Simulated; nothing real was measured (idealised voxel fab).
process module | voxel ribs on slabs
Each square cell in cross-section cut measures 5 nm, and the section as a whole is 185 nm wide.
In this document a cross-section is written as a grid of square cells. It is given as a series of bands, listed from the top down, and a band is one or more rows of cells. What a band's entry tells you: where the top is and where the bottom is, as heights in nm, and after that what lies inside, material by material from left to right, each with its width in nm. Empty space is written as the word "air", and a single material marked with the word "everywhere" occupies the band from edge to edge. Zero point of the height axis is 0; under it, received wafer = one material. Lowest band: continues down indefinitely, "0 -> down". Note: "30->40" means the width goes from the first number (top row of the band) to the second number (bottom row) in equal steps per row of cells. Where a step carries "no alteration", the cross-section came out of it unchanged, cell for cell. Listed in "Sealed void listing": every empty space of 8 or more cells without an open way to the top. Form: width x height at distance, the distance being from the left edge, all in nm. Step line, after settings: the simulator's comment on this step. overlay nm: on a step with a mask, how far right of its planned place the mask lay; negative means left.
-- The steps planned for the process are as follows
1 RECEIVE: material Si
2 DIRECTIONAL_DEP: material SiO2, thk nm 20
3 DIRECTIONAL_DEP: material polySi, thk nm 25
4 MASKED_ETCH: tone cover, mask id RIB, width nm 30, etch materials polySi, depth nm 20, overlay nm 0
5 PATTERN: tone cover, mask id SLAB, material resist, width nm 80, thk nm 20, overlay nm 0
6 DIRECTIONAL_ETCH: etch materials polySi, depth nm 5
7 STRIP: etch materials resist
8 FILL_DEP: material SiO2, thk nm 20
9 CMP: height nm 60
10 DIRECTIONAL_DEP: material TiN, thk nm 5
11 MASKED_ETCH: tone cover, mask id HEATER, width nm 40, etch materials TiN, depth nm 5, overlay nm 0
12 CONFORMAL_DEP: material SiN, thk nm 5
-- The first of two wafers, run as planned
-- Cross-section: wafer on arrival = after step 1
> 0 -> down  Si everywhere
> Sealed void listing: none
-- Cross-section of the wafer after step 2
> 20 -> 0  SiO2 everywhere
> Below 0, the layers are the same as they were.
-- Cross-section of the wafer after step 3
> 45 -> 20  polySi everywhere
> Below 20, the layers are the same as they were.
-- Cross-section of the wafer after step 4
> 45 -> 25  air: 75, then polySi: 30, then air: 80
> Below 25, the layers are the same as they were.
-- Cross-section of the wafer after step 5
> 65 -> 45  air: 50, then resist: 80, then air: 55
> 45 -> 25  air: 50, then resist: 25, then polySi: 30, then resist: 25, then air: 55
> Below 25, the layers are the same as they were.
-- Cross-section of the wafer after step 6
> 65 -> 45  air: 50, then resist: 80, then air: 55
> 45 -> 25  air: 50, then resist: 25, then polySi: 30, then resist: 25, then air: 55
> 25 -> 20  air: 50, then polySi: 80, then air: 55
> Below 20, the layers are the same as they were.
-- Cross-section of the wafer after step 7
> 45 -> 25  air: 75, then polySi: 30, then air: 80
> Below 25, the layers are the same as they were.
-- Cross-section of the wafer after step 8
> 65 -> 45  SiO2 everywhere
> 45 -> 25  SiO2: 75, then polySi: 30, then SiO2: 80
> 25 -> 20  SiO2: 50, then polySi: 80, then SiO2: 55
> Below 20, the layers are the same as they were.
-- Cross-section of the wafer after step 9
> 60 -> 45  SiO2 everywhere
> Below 45, the layers are the same as they were.
-- Cross-section of the wafer after step 10
> 65 -> 60  TiN everywhere
> Below 60, the layers are the same as they were.
-- Cross-section of the wafer after step 11
> 65 -> 60  air: 70, then TiN: 40, then air: 75
> Below 60, the layers are the same as they were.
-- Cross-section of the wafer after step 12
> 70 -> 65  air: 65, then SiN: 50, then air: 70
> 65 -> 60  SiN: 70, then TiN: 40, then SiN: 75
> Below 60, the layers are the same as they were.
-- Wafer two. Identical start, identical plan. One mistake in execution. Identical history through step 1
-- Second wafer cross-section, taken as of the time the plan sets for step 2 to be done
> 25 -> 0  SiO2 everywhere
> Below 0, the layers are the same as they were.
-- Second wafer cross-section, taken as of the time the plan sets for step 3 to be done
> 50 -> 25  polySi everywhere
> Below 25, the layers are the same as they were.
-- Second wafer cross-section, taken as of the time the plan sets for step 4 to be done
> 50 -> 30  air: 75, then polySi: 30, then air: 80
> Below 30, the layers are the same as they were.
-- Second wafer cross-section, taken as of the time the plan sets for step 5 to be done
> 70 -> 50  air: 50, then resist: 80, then air: 55
> 50 -> 30  air: 50, then resist: 25, then polySi: 30, then resist: 25, then air: 55
> Below 30, the layers are the same as they were.
-- Second wafer cross-section, taken as of the time the plan sets for step 6 to be done
> 70 -> 50  air: 50, then resist: 80, then air: 55
> 50 -> 30  air: 50, then resist: 25, then polySi: 30, then resist: 25, then air: 55
> 30 -> 25  air: 50, then polySi: 80, then air: 55
> Below 25, the layers are the same as they were.
-- Second wafer cross-section, taken as of the time the plan sets for step 7 to be done
> 50 -> 30  air: 75, then polySi: 30, then air: 80
> Below 30, the layers are the same as they were.
-- Second wafer cross-section, taken as of the time the plan sets for step 8 to be done
> 70 -> 50  SiO2 everywhere
> 50 -> 30  SiO2: 75, then polySi: 30, then SiO2: 80
> 30 -> 25  SiO2: 50, then polySi: 80, then SiO2: 55
> Below 25, the layers are the same as they were.
-- Second wafer cross-section, taken as of the time the plan sets for step 9 to be done
> 60 -> 50  SiO2 everywhere
> Below 50, the layers are the same as they were.
-- Second wafer cross-section, taken as of the time the plan sets for step 10 to be done
> 65 -> 60  TiN everywhere
> Below 60, the layers are the same as they were.
-- Second wafer cross-section, taken as of the time the plan sets for step 11 to be done
> 65 -> 60  air: 70, then TiN: 40, then air: 75
> Below 60, the layers are the same as they were.
-- Second wafer cross-section, taken as of the time the plan sets for step 12 to be done
> 70 -> 65  air: 65, then SiN: 50, then air: 70
> 65 -> 60  SiN: 70, then TiN: 40, then SiN: 75
> Below 60, the layers are the same as they were.
What was done differently from what was planned? step 2 ran with different settings than intended, the actual operation and settings being DIRECTIONAL_DEP: material SiO2, thk nm 25
Upon completion, the cell count for each material on the second wafer equals that on the first, whereas the spatial distribution of those cells differs.
